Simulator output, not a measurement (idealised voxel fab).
Proc. module: voxel tone inversion
The figure presents cross-section cut, which has a width of 265 nm and is divided into square cells with an edge length of 5 nm.
A cross-section is a grid of square cells, given in bands from the top down. A band is one or more rows of cells. Heights first: top, then bottom, in nm. Then materials, left to right, each with a width in nm. "full width" on a single material: fills the band edge to edge. "air": empty space. Heights are measured from 0, the level below which the as-received wafer is all one material; the lowest band has no bottom and continues downward, written as in "0 and below". Top row gets the first number, bottom row gets the second, and each row in between changes by the same step: that is how a band width like "30 to 40" works. "stayed the same" for a step: no cell of the cross-section changed in that step. "Sealed cavities": empty spaces of 8 cells or more with no open way to the top, each given as width x height at distance, distance from the left edge, all in nm. Text after the settings on a step's line: the simulator's own remark on that step. The "overlay nm" setting may appear on a step's line; for a step that uses a mask, it gives how far to the right of its planned position the mask lay, and a negative value indicates the left.
The following list gives the planned process steps:
1. RECEIVE with material Si
2. CONFORMAL_DEP with material SiCN, thk nm 10
3. DIRECTIONAL_DEP with material polySi, thk nm 25
4. PATTERN with tone cover, mask id POSTS, material resist, width nm 25, pitch nm 40, thk nm 35, overlay nm 0
5. DIRECTIONAL_ETCH with etch materials polySi, depth nm 25
6. STRIP with etch materials resist
7. FILL_DEP with material SiO2, thk nm 10
8. CMP with height nm 35
9. STRIP with etch materials polySi
So this is the incoming wafer in cross-section - it's already been through step 1:
* 0 and below = Si full width
* Sealed cavities: none
Post-module cross-section: identical start and plan to those above, one misstep in execution:
* 35 down to 10 = 80 of air, 25 of SiO2, 15 of air, 25 of SiO2, 15 of air, 25 of SiO2, 80 of air
* 10 down to 0 = SiCN full width
* 0 and below = Si full width
* Sealed cavities: none
Want to know what went wrong? step 4 deviated from plan and actually ran as PATTERN with tone open, mask id POSTS, material resist, width nm 25, pitch nm 40, thk nm 35, overlay nm 0
